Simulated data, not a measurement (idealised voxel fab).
This is a process module. Its name is voxel capacitor over wiring.
Each square cell in cross-section cut measures 5 nm, and the section as a whole is 300 nm wide.
Cross-section format: a grid of square cells, given as bands from top to bottom; each band is one or more rows of cells. Quick guide to a band line: top height, bottom height (nm) up front; then every material left to right with its width in nm. Only one material and it's marked "full width"? Then it fills the band edge to edge. And "blank" just means empty space. Heads up on the height convention: 0 is the point under which the incoming wafer is all one material, and the lowest band has no bottom, it just keeps going down, like "0 nm and below". So if you see something like "30..40" for the width, read it as the top row of the band sitting at the first number and the bottom row at the second, with every row in between moving by the same amount as the last. Key: "remained the same" - step with no changed cell in the cross-section. The label "Encapsulated voids" introduces a list of the empty spaces, 8 cells or larger, that have no open way up to the top; each entry in it reads width x height at distance, where the distance is taken from the left edge and all three are stated in nm. after a step's settings: what the simulator itself notes on the step. If you see "overlay nm" on a step's line and that step has a mask, it's telling you how far right of where it was planned the mask ended up; a negative number means it went left instead.
Set out below are the planned steps of the process
- 1: RECEIVE: material Si
- 2: CONFORMAL_DEP: material SiO2, thk nm 10
- 3: CONFORMAL_DEP: material SiN, thk nm 5
- 4: DIRECTIONAL_DEP: material SiO2, thk nm 25
- 5: DIRECTIONAL_DEP: material aC, thk nm 10
- 6: PATTERN: tone open, mask id METAL_1, material resist, width nm 30, pitch nm 85, thk nm 30, overlay nm 0
- 7: DIRECTIONAL_ETCH: etch materials aC, depth nm 10
- 8: STRIP: etch materials resist
- 9: DIRECTIONAL_ETCH: etch materials SiO2, depth nm 25
- 10: DIRECTIONAL_ETCH: etch materials SiN, depth nm 5
- 11: STRIP: etch materials aC
- 12: CONFORMAL_DEP: material TiN, thk nm 5
- 13: FILL_DEP: material Cu, thk nm 10
- 14: CMP: height nm 40
- 15: CONFORMAL_DEP: material SiCN, thk nm 5
- 16: DIRECTIONAL_DEP: material lowk, thk nm 20
- 17: MASKED_ETCH: tone open, mask id PLUG_1, width nm 15, etch materials lowk, depth nm 20, overlay nm 0
- 18: MASKED_ETCH: tone open, mask id PLUG_1, width nm 15, etch materials SiCN, depth nm 5, overlay nm 0
- 19: EPI: material Ru, thk nm 10
- 20: EPI: material Ru, thk nm 10
- 21: EPI: material Ru, thk nm 5
- 22: DIRECTIONAL_DEP: material TiN, thk nm 10
- 23: DIRECTIONAL_DEP: material SiN, thk nm 5
- 24: DIRECTIONAL_DEP: material TiN, thk nm 5
- 25: MASKED_ETCH: tone cover, mask id UPPER_PLATE, width nm 60, etch materials TiN, depth nm 5, overlay nm 0
- 26: MASKED_ETCH: tone cover, mask id UPPER_PLATE, width nm 60, etch materials SiN, depth nm 5, overlay nm 0
- 27: PATTERN: tone cover, mask id LOWER_PLATE, material resist, width nm 70, thk nm 15, overlay nm 0
- 28: DIRECTIONAL_ETCH: etch materials TiN, depth nm 10
- 29: STRIP: etch materials resist
- 30: FILL_DEP: material SiO2, thk nm 15
- 31: CMP: height nm 95
- 32: MASKED_ETCH: tone open, mask id PLUG_2, width nm 15, etch materials SiO2, depth nm 10, overlay nm 0
- 33: CONFORMAL_DEP: material TiN, thk nm 5
- 34: FILL_DEP: material W, thk nm 5
- 35: CMP: height nm 95
- 36: CONFORMAL_DEP: material SiCN, thk nm 5
First wafer out of two, processed as planned
Incoming wafer in cross-section (state: after step 1)
> 0 nm and below  Si full width
> Encapsulated voids: none
Once step 2 is through, the wafer looks like this in cross-section
> 10 nm to 0 nm  SiO2 full width
> Everything under 0 stays put, no change at all.
Once step 3 is through, the wafer looks like this in cross-section
> 15 nm to 10 nm  SiN full width
> Everything under 10 stays put, no change at all.
Once step 4 is through, the wafer looks like this in cross-section
> 40 nm to 15 nm  SiO2 full width
> Everything under 15 stays put, no change at all.
Once step 5 is through, the wafer looks like this in cross-section
> 50 nm to 40 nm  aC full width
> Everything under 40 stays put, no change at all.
Once step 6 is through, the wafer looks like this in cross-section
> 80 nm to 50 nm  resist 90 nm; blank 30 nm; resist 55 nm; blank 30 nm; resist 95 nm
> Everything under 50 stays put, no change at all.
Once step 7 is through, the wafer looks like this in cross-section
> 70 nm to 50 nm  resist 90 nm; blank 30 nm; resist 55 nm; blank 30 nm; resist 95 nm
> 50 nm to 40 nm  aC 90 nm; blank 30 nm; aC 55 nm; blank 30 nm; aC 95 nm
> Everything under 40 stays put, no change at all.
Once step 8 is through, the wafer looks like this in cross-section
> 50 nm to 40 nm  aC 90 nm; blank 30 nm; aC 55 nm; blank 30 nm; aC 95 nm
> Everything under 40 stays put, no change at all.
Once step 9 is through, the wafer looks like this in cross-section
> 50 nm to 40 nm  aC 90 nm; blank 30 nm; aC 55 nm; blank 30 nm; aC 95 nm
> 40 nm to 15 nm  SiO2 90 nm; blank 30 nm; SiO2 55 nm; blank 30 nm; SiO2 95 nm
> Everything under 15 stays put, no change at all.
Once step 10 is through, the wafer looks like this in cross-section
> 50 nm to 40 nm  aC 90 nm; blank 30 nm; aC 55 nm; blank 30 nm; aC 95 nm
> 40 nm to 15 nm  SiO2 90 nm; blank 30 nm; SiO2 55 nm; blank 30 nm; SiO2 95 nm
> 15 nm to 10 nm  SiN 90 nm; blank 30 nm; SiN 55 nm; blank 30 nm; SiN 95 nm
> Everything under 10 stays put, no change at all.
Once step 11 is through, the wafer looks like this in cross-section
> 40 nm to 15 nm  SiO2 90 nm; blank 30 nm; SiO2 55 nm; blank 30 nm; SiO2 95 nm
> Everything under 15 stays put, no change at all.
Once step 12 is through, the wafer looks like this in cross-section
> 45 nm to 40 nm  TiN 95 nm; blank 20 nm; TiN 65 nm; blank 20 nm; TiN 100 nm
> 40 nm to 15 nm  SiO2 90 nm; TiN 5 nm; blank 20 nm; TiN 5 nm; SiO2 55 nm; TiN 5 nm; blank 20 nm; TiN 5 nm; SiO2 95 nm
> 15 nm to 10 nm  SiN 90 nm; TiN 30 nm; SiN 55 nm; TiN 30 nm; SiN 95 nm
> Everything under 10 stays put, no change at all.
Once step 13 is through, the wafer looks like this in cross-section
> 55 nm to 45 nm  Cu full width
> 45 nm to 40 nm  TiN 95 nm; Cu 20 nm; TiN 65 nm; Cu 20 nm; TiN 100 nm
> 40 nm to 15 nm  SiO2 90 nm; TiN 5 nm; Cu 20 nm; TiN 5 nm; SiO2 55 nm; TiN 5 nm; Cu 20 nm; TiN 5 nm; SiO2 95 nm
> Everything under 15 stays put, no change at all.
Once step 14 is through, the wafer looks like this in cross-section
> 40 nm to 15 nm  SiO2 90 nm; TiN 5 nm; Cu 20 nm; TiN 5 nm; SiO2 55 nm; TiN 5 nm; Cu 20 nm; TiN 5 nm; SiO2 95 nm
> Everything under 15 stays put, no change at all.
Once step 15 is through, the wafer looks like this in cross-section
> 45 nm to 40 nm  SiCN full width
> Everything under 40 stays put, no change at all.
Once step 16 is through, the wafer looks like this in cross-section
> 65 nm to 45 nm  lowk full width
> Everything under 45 stays put, no change at all.
Once step 17 is through, the wafer looks like this in cross-section
> 65 nm to 45 nm  lowk 105 nm; blank 15 nm; lowk 180 nm
> Everything under 45 stays put, no change at all.
Once step 18 is through, the wafer looks like this in cross-section
> 65 nm to 45 nm  lowk 105 nm; blank 15 nm; lowk 180 nm
> 45 nm to 40 nm  SiCN 105 nm; blank 15 nm; SiCN 180 nm
> Everything under 40 stays put, no change at all.
Once step 19 is through, the wafer looks like this in cross-section
> 65 nm to 50 nm  lowk 105 nm; blank 15 nm; lowk 180 nm
> 50 nm to 45 nm  lowk 105 nm; Ru 15 nm; lowk 180 nm
> 45 nm to 40 nm  SiCN 105 nm; Ru 15 nm; SiCN 180 nm
> Everything under 40 stays put, no change at all.
Once step 20 is through, the wafer looks like this in cross-section
> 65 nm to 60 nm  lowk 105 nm; blank 15 nm; lowk 180 nm
> 60 nm to 45 nm  lowk 105 nm; Ru 15 nm; lowk 180 nm
> Everything under 45 stays put, no change at all.
Once step 21 is through, the wafer looks like this in cross-section
> 65 nm to 45 nm  lowk 105 nm; Ru 15 nm; lowk 180 nm
> Everything under 45 stays put, no change at all.
Once step 22 is through, the wafer looks like this in cross-section
> 75 nm to 65 nm  TiN full width
> Everything under 65 stays put, no change at all.
Once step 23 is through, the wafer looks like this in cross-section
> 80 nm to 75 nm  SiN full width
> Everything under 75 stays put, no change at all.
Once step 24 is through, the wafer looks like this in cross-section
> 85 nm to 80 nm  TiN full width
> Everything under 80 stays put, no change at all.
Once step 25 is through, the wafer looks like this in cross-section
> 85 nm to 80 nm  blank 105 nm; TiN 60 nm; blank 135 nm
> Everything under 80 stays put, no change at all.
Once step 26 is through, the wafer looks like this in cross-section
> 85 nm to 80 nm  blank 105 nm; TiN 60 nm; blank 135 nm
> 80 nm to 75 nm  blank 105 nm; SiN 60 nm; blank 135 nm
> Everything under 75 stays put, no change at all.
Once step 27 is through, the wafer looks like this in cross-section
> 100 nm to 85 nm  blank 100 nm; resist 70 nm; blank 130 nm
> 85 nm to 80 nm  blank 100 nm; resist 5 nm; TiN 60 nm; resist 5 nm; blank 130 nm
> 80 nm to 75 nm  blank 100 nm; resist 5 nm; SiN 60 nm; resist 5 nm; blank 130 nm
> Everything under 75 stays put, no change at all.
Once step 28 is through, the wafer looks like this in cross-section
> 100 nm to 85 nm  blank 100 nm; resist 70 nm; blank 130 nm
> 85 nm to 80 nm  blank 100 nm; resist 5 nm; TiN 60 nm; resist 5 nm; blank 130 nm
> 80 nm to 75 nm  blank 100 nm; resist 5 nm; SiN 60 nm; resist 5 nm; blank 130 nm
> 75 nm to 65 nm  blank 100 nm; TiN 70 nm; blank 130 nm
> Everything under 65 stays put, no change at all.
Once step 29 is through, the wafer looks like this in cross-section
> 85 nm to 80 nm  blank 105 nm; TiN 60 nm; blank 135 nm
> 80 nm to 75 nm  blank 105 nm; SiN 60 nm; blank 135 nm
> Everything under 75 stays put, no change at all.
Once step 30 is through, the wafer looks like this in cross-section
> 100 nm to 85 nm  SiO2 full width
> 85 nm to 80 nm  SiO2 105 nm; TiN 60 nm; SiO2 135 nm
> 80 nm to 75 nm  SiO2 105 nm; SiN 60 nm; SiO2 135 nm
> 75 nm to 65 nm  SiO2 100 nm; TiN 70 nm; SiO2 130 nm
> Everything under 65 stays put, no change at all.
Once step 31 is through, the wafer looks like this in cross-section
> 95 nm to 85 nm  SiO2 full width
> Everything under 85 stays put, no change at all.
Once step 32 is through, the wafer looks like this in cross-section
> 95 nm to 85 nm  SiO2 115 nm; blank 15 nm; SiO2 170 nm
> Everything under 85 stays put, no change at all.
Once step 33 is through, the wafer looks like this in cross-section
> 100 nm to 95 nm  TiN 120 nm; blank 5 nm; TiN 175 nm
> 95 nm to 90 nm  SiO2 115 nm; TiN 5 nm; blank 5 nm; TiN 5 nm; SiO2 170 nm
> 90 nm to 80 nm  SiO2 115..105 nm; TiN 15..60 nm; SiO2 170..135 nm
> Everything under 80 stays put, no change at all.
Once step 34 is through, the wafer looks like this in cross-section
> 105 nm to 100 nm  W full width
> 100 nm to 95 nm  TiN 120 nm; W 5 nm; TiN 175 nm
> 95 nm to 90 nm  SiO2 115 nm; TiN 5 nm; W 5 nm; TiN 5 nm; SiO2 170 nm
> Everything under 90 stays put, no change at all.
Once step 35 is through, the wafer looks like this in cross-section
> 95 nm to 90 nm  SiO2 115 nm; TiN 5 nm; W 5 nm; TiN 5 nm; SiO2 170 nm
> Everything under 90 stays put, no change at all.
Once step 36 is through, the wafer looks like this in cross-section
> 100 nm to 95 nm  SiCN full width
> Everything under 95 stays put, no change at all.
Here the second wafer is described. Its start and its plan were those of the first wafer. Its run contained one mistake. Up to and including step 15, it did exactly what the first wafer did
Second wafer, section view, time point: scheduled end of step 16
> 85 nm to 45 nm  lowk full width
> Everything under 45 stays put, no change at all.
Second wafer, section view, time point: scheduled end of step 17
> 85 nm to 65 nm  lowk 105 nm; blank 15 nm; lowk 180 nm
> Everything under 65 stays put, no change at all.
Second wafer, section view, time point: scheduled end of step 18: remained the same
Second wafer, section view, time point: scheduled end of step 19: remained the same
Second wafer, section view, time point: scheduled end of step 20: remained the same
Second wafer, section view, time point: scheduled end of step 21: remained the same
Second wafer, section view, time point: scheduled end of step 22
> 95 nm to 85 nm  TiN 105 nm; blank 15 nm; TiN 180 nm
> 85 nm to 75 nm  lowk 105 nm; blank 15 nm; lowk 180 nm
> 75 nm to 65 nm  lowk 105 nm; TiN 15 nm; lowk 180 nm
> Everything under 65 stays put, no change at all.
Second wafer, section view, time point: scheduled end of step 23
> 100 nm to 95 nm  SiN 105 nm; blank 15 nm; SiN 180 nm
> 95 nm to 85 nm  TiN 105 nm; blank 15 nm; TiN 180 nm
> 85 nm to 80 nm  lowk 105 nm; blank 15 nm; lowk 180 nm
> 80 nm to 75 nm  lowk 105 nm; SiN 15 nm; lowk 180 nm
> Everything under 75 stays put, no change at all.
Second wafer, section view, time point: scheduled end of step 24
> 105 nm to 100 nm  TiN 105 nm; blank 15 nm; TiN 180 nm
> 100 nm to 95 nm  SiN 105 nm; blank 15 nm; SiN 180 nm
> 95 nm to 85 nm  TiN 105 nm; blank 15 nm; TiN 180 nm
> 85 nm to 80 nm  lowk 105 nm; TiN 15 nm; lowk 180 nm
> Everything under 80 stays put, no change at all.
Second wafer, section view, time point: scheduled end of step 25
> 105 nm to 100 nm  blank 120 nm; TiN 45 nm; blank 135 nm
> Everything under 100 stays put, no change at all.
Second wafer, section view, time point: scheduled end of step 26
> 105 nm to 100 nm  blank 120 nm; TiN 45 nm; blank 135 nm
> 100 nm to 95 nm  blank 120 nm; SiN 45 nm; blank 135 nm
> Everything under 95 stays put, no change at all.
Second wafer, section view, time point: scheduled end of step 27
> 120 nm to 105 nm  blank 100 nm; resist 70 nm; blank 130 nm
> 105 nm to 100 nm  blank 100 nm; resist 20 nm; TiN 45 nm; resist 5 nm; blank 130 nm
> 100 nm to 95 nm  blank 100 nm; resist 20 nm; SiN 45 nm; resist 5 nm; blank 130 nm
> 95 nm to 85 nm  TiN 105 nm; resist 15 nm; TiN 180 nm
> Everything under 85 stays put, no change at all.
Second wafer, section view, time point: scheduled end of step 28
> 120 nm to 105 nm  blank 100 nm; resist 70 nm; blank 130 nm
> 105 nm to 100 nm  blank 100 nm; resist 20 nm; TiN 45 nm; resist 5 nm; blank 130 nm
> 100 nm to 95 nm  blank 100 nm; resist 20 nm; SiN 45 nm; resist 5 nm; blank 130 nm
> 95 nm to 85 nm  blank 100 nm; TiN 5 nm; resist 15 nm; TiN 50 nm; blank 130 nm
> Everything under 85 stays put, no change at all.
Second wafer, section view, time point: scheduled end of step 29
> 105 nm to 100 nm  blank 120 nm; TiN 45 nm; blank 135 nm
> 100 nm to 95 nm  blank 120 nm; SiN 45 nm; blank 135 nm
> 95 nm to 85 nm  blank 100 nm; TiN 5 nm; blank 15 nm; TiN 50 nm; blank 130 nm
> Everything under 85 stays put, no change at all.
Second wafer, section view, time point: scheduled end of step 30
> 120 nm to 105 nm  SiO2 full width
> 105 nm to 100 nm  SiO2 120 nm; TiN 45 nm; SiO2 135 nm
> 100 nm to 95 nm  SiO2 120 nm; SiN 45 nm; SiO2 135 nm
> 95 nm to 85 nm  SiO2 100 nm; TiN 5 nm; SiO2 15 nm; TiN 50 nm; SiO2 130 nm
> Everything under 85 stays put, no change at all.
Second wafer, section view, time point: scheduled end of step 31
> 95 nm to 85 nm  SiO2 100 nm; TiN 5 nm; SiO2 15 nm; TiN 50 nm; SiO2 130 nm
> Everything under 85 stays put, no change at all.
Second wafer, section view, time point: scheduled end of step 32
> 95 nm to 85 nm  SiO2 100 nm; TiN 5 nm; SiO2 10 nm; blank 5 nm; TiN 50 nm; SiO2 130 nm
> Everything under 85 stays put, no change at all.
Second wafer, section view, time point: scheduled end of step 33
> 100 nm to 95 nm  TiN full width
> 95 nm to 85 nm  SiO2 100 nm; TiN 5 nm; SiO2 10 nm; TiN 55 nm; SiO2 130 nm
> Everything under 85 stays put, no change at all.
Second wafer, section view, time point: scheduled end of step 34
> 105 nm to 100 nm  W full width
> Everything under 100 stays put, no change at all.
Second wafer, section view, time point: scheduled end of step 35
> 95 nm to 85 nm  SiO2 100 nm; TiN 5 nm; SiO2 10 nm; TiN 55 nm; SiO2 130 nm
> Everything under 85 stays put, no change at all.
Second wafer, section view, time point: scheduled end of step 36
> 100 nm to 95 nm  SiCN full width
> Everything under 95 stays put, no change at all.
The mistake made against the process plan was this: step 16 from the plan got run twice
Final comparison by cell count, materials where the second wafer has more or fewer than the first: 15 fewer of Ru, 3 more of SiCN, 9 fewer of SiN, 206 fewer of SiO2, 12 fewer of TiN, 1 fewer of W, 240 more of lowk
